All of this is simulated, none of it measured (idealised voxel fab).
The following process module bears the name voxel released beams.
Displayed cross-section: cut, width of 170 nm, square cells sized 5 nm.
Just so we're on the same page, the cross-sections are grids of square cells, and they're listed out in bands top to bottom, each band one or more rows deep.
Heights first: top, then bottom, in nm. Then materials, left to right, each with a width in nm. "edge to edge" on a single material: fills the band edge to edge. "blank": empty space.
Heights are reckoned from 0. Under this level, the received wafer is all of one material. The bottommost band is open-ended downward, for example "z 0 and below".
A two-number width, for instance "30..40", indicates that the width is equal to the first number in the top row of the band and to the second number in the bottom row, and that it changes by a constant amount per row of cells.
"left unchanged" after a step means that no cell of the cross-section changed.
So "Entrapped void list" is basically the list of trapped voids: any empty space of 8 cells or more that can't reach the top through an opening. They're written width x height at distance, the distance being from the left edge, and it's all nm.
Formally, on a step line, whatever follows the settings is a remark that the simulator itself makes on the step.
Regarding "overlay nm": on a step with a mask, it is the distance the mask lay to the right of its planned place; a negative value places it to the left.
The following list gives the planned process steps:
1) RECEIVE | material Si
2) CONFORMAL_DEP | material Al2O3 | thk nm 10
3) DIRECTIONAL_DEP | material SiO2 | thk nm 20
4) PATTERN | tone open | mask id ANCHOR | material resist | width nm 30 | thk nm 20 | overlay nm 0
5) DIRECTIONAL_ETCH | etch materials SiO2 | depth nm 20
6) STRIP | etch materials resist
7) CONFORMAL_DEP | material W | thk nm 10
8) PATTERN | tone cover | mask id BEAM | material resist | width nm 75 | thk nm 15 | overlay nm 0
9) DIRECTIONAL_ETCH | etch materials W | depth nm 10
10) STRIP | etch materials resist
11) STRIP | etch materials SiO2
Here's what the wafer looked like in cross-section when it arrived - that's after step 1:
z 0 and below | Si edge to edge
Entrapped void list: none
Starting wafer: above. Plan: above. Run: one mistake. Cross-section after the module: below:
z 40 to 30 | 45 blank, 75 W, 50 blank
z 30 to 20 | Al2O3 edge to edge
z 20 to 0 | SiO2 edge to edge
z 0 and below | Si edge to edge
Entrapped void list: none
Where did the run depart from the plan? the run placed steps 2 and 3 each in the position the plan gave to the other
